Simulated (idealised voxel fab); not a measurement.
process module | voxel spacer lines
cross-section cut | 200 nm wide | cells 5 nm
A cross-section is a grid of square cells, given in bands from the top down. A band is one or more rows of cells.
Each band's line starts with the height of the band's top and of its bottom, in nm. Then come its materials from left to right, each with its width in nm. One material with "throughout" fills the band from edge to edge. "air" is empty space.
Height 0 is the level under which the wafer as received is all one material. The lowest band goes on downwards, as in "0 down".
A width such as "30 to 40" changes by the same amount from each row of cells to the next, from the band's top row to its bottom row.
"no change" after a step means that no cell of the cross-section changed.
closed voids: empty space of 8 cells or more with no open way to the top, each as width x height at its distance from the left edge, in nm
after a step's settings: what the simulator itself notes on the step
overlay nm, on a step with a mask: how far to the right of its planned place the mask lay; to the left if negative
plan
1 op RECEIVE | material Si
2 op CONFORMAL_DEP | material Al2O3 | thk nm 5
3 op DIRECTIONAL_DEP | material TiN | thk nm 20
4 op DIRECTIONAL_DEP | material polySi | thk nm 20
5 op PATTERN | tone cover | mask id MANDREL | material resist | width nm 20 | pitch nm 70 | thk nm 25 | overlay nm 0
6 op DIRECTIONAL_ETCH | etch materials polySi | depth nm 20
7 op STRIP | etch materials resist
8 op CONFORMAL_DEP | material SiO2 | thk nm 15
9 op DIRECTIONAL_ETCH | etch materials SiO2 | depth nm 15
10 op STRIP | etch materials polySi
11 op DIRECTIONAL_ETCH | etch materials TiN | depth nm 20
12 op STRIP | etch materials SiO2
first wafer, as planned
as received, after step 1
  0 down: Si throughout
  closed voids: none
after step 2
  5 to 0: Al2O3 throughout
  below 0: unchanged
after step 3
  25 to 5: TiN throughout
  below 5: unchanged
after step 4
  45 to 25: polySi throughout
  below 25: unchanged
after step 5
  70 to 45: air 55 | resist 20 | air 50 | resist 20 | air 55
  below 45: unchanged
after step 6
  70 to 45: air 55 | resist 20 | air 50 | resist 20 | air 55
  45 to 25: air 55 | polySi 20 | air 50 | polySi 20 | air 55
  below 25: unchanged
after step 7
  45 to 25: air 55 | polySi 20 | air 50 | polySi 20 | air 55
  below 25: unchanged
after step 8
  60 to 45: air 40 | SiO2 50 | air 20 | SiO2 50 | air 40
  45 to 40: air 40 | SiO2 15 | polySi 20 | SiO2 15 | air 20 | SiO2 15 | polySi 20 | SiO2 15 | air 40
  40 to 25: SiO2 55 | polySi 20 | SiO2 50 | polySi 20 | SiO2 55
  below 25: unchanged
after step 9
  45 to 25: air 40 | SiO2 15 | polySi 20 | SiO2 15 | air 20 | SiO2 15 | polySi 20 | SiO2 15 | air 40
  below 25: unchanged
after step 10
  45 to 25: air 40 | SiO2 15 | air 20 | SiO2 15 | air 20 | SiO2 15 | air 20 | SiO2 15 | air 40
  below 25: unchanged
after step 11
  45 to 25: air 40 | SiO2 15 | air 20 | SiO2 15 | air 20 | SiO2 15 | air 20 | SiO2 15 | air 40
  25 to 5: air 40 | TiN 15 | air 20 | TiN 15 | air 20 | TiN 15 | air 20 | TiN 15 | air 40
  below 5: unchanged
after step 12
  25 to 5: air 40 | TiN 15 | air 20 | TiN 15 | air 20 | TiN 15 | air 20 | TiN 15 | air 40
  below 5: unchanged
second wafer: like start, like plan, one mistake. Through step 4 it matches the first wafer
when step 5 should have ended
  70 to 45: resist 55 | air 20 | resist 50 | air 20 | resist 55
  below 45: unchanged
when step 6 should have ended
  70 to 45: resist 55 | air 20 | resist 50 | air 20 | resist 55
  45 to 25: polySi 55 | air 20 | polySi 50 | air 20 | polySi 55
  below 25: unchanged
when step 7 should have ended
  45 to 25: polySi 55 | air 20 | polySi 50 | air 20 | polySi 55
  below 25: unchanged
when step 8 should have ended
  60 to 45: SiO2 throughout
  45 to 25: polySi 55 | SiO2 20 | polySi 50 | SiO2 20 | polySi 55
  below 25: unchanged
when step 9 should have ended
  45 to 25: polySi 55 | SiO2 20 | polySi 50 | SiO2 20 | polySi 55
  below 25: unchanged
when step 10 should have ended
  45 to 25: air 55 | SiO2 20 | air 50 | SiO2 20 | air 55
  below 25: unchanged
when step 11 should have ended
  45 to 25: air 55 | SiO2 20 | air 50 | SiO2 20 | air 55
  25 to 5: air 55 | TiN 20 | air 50 | TiN 20 | air 55
  below 5: unchanged
when step 12 should have ended
  25 to 5: air 55 | TiN 20 | air 50 | TiN 20 | air 55
  below 5: unchanged
what went wrong: step 5 ran as: op PATTERN | tone open | mask id MANDREL | material resist | width nm 20 | pitch nm 70 | thk nm 25 | overlay nm 0
at the end the second wafer has, in cells: 16 fewer of TiN
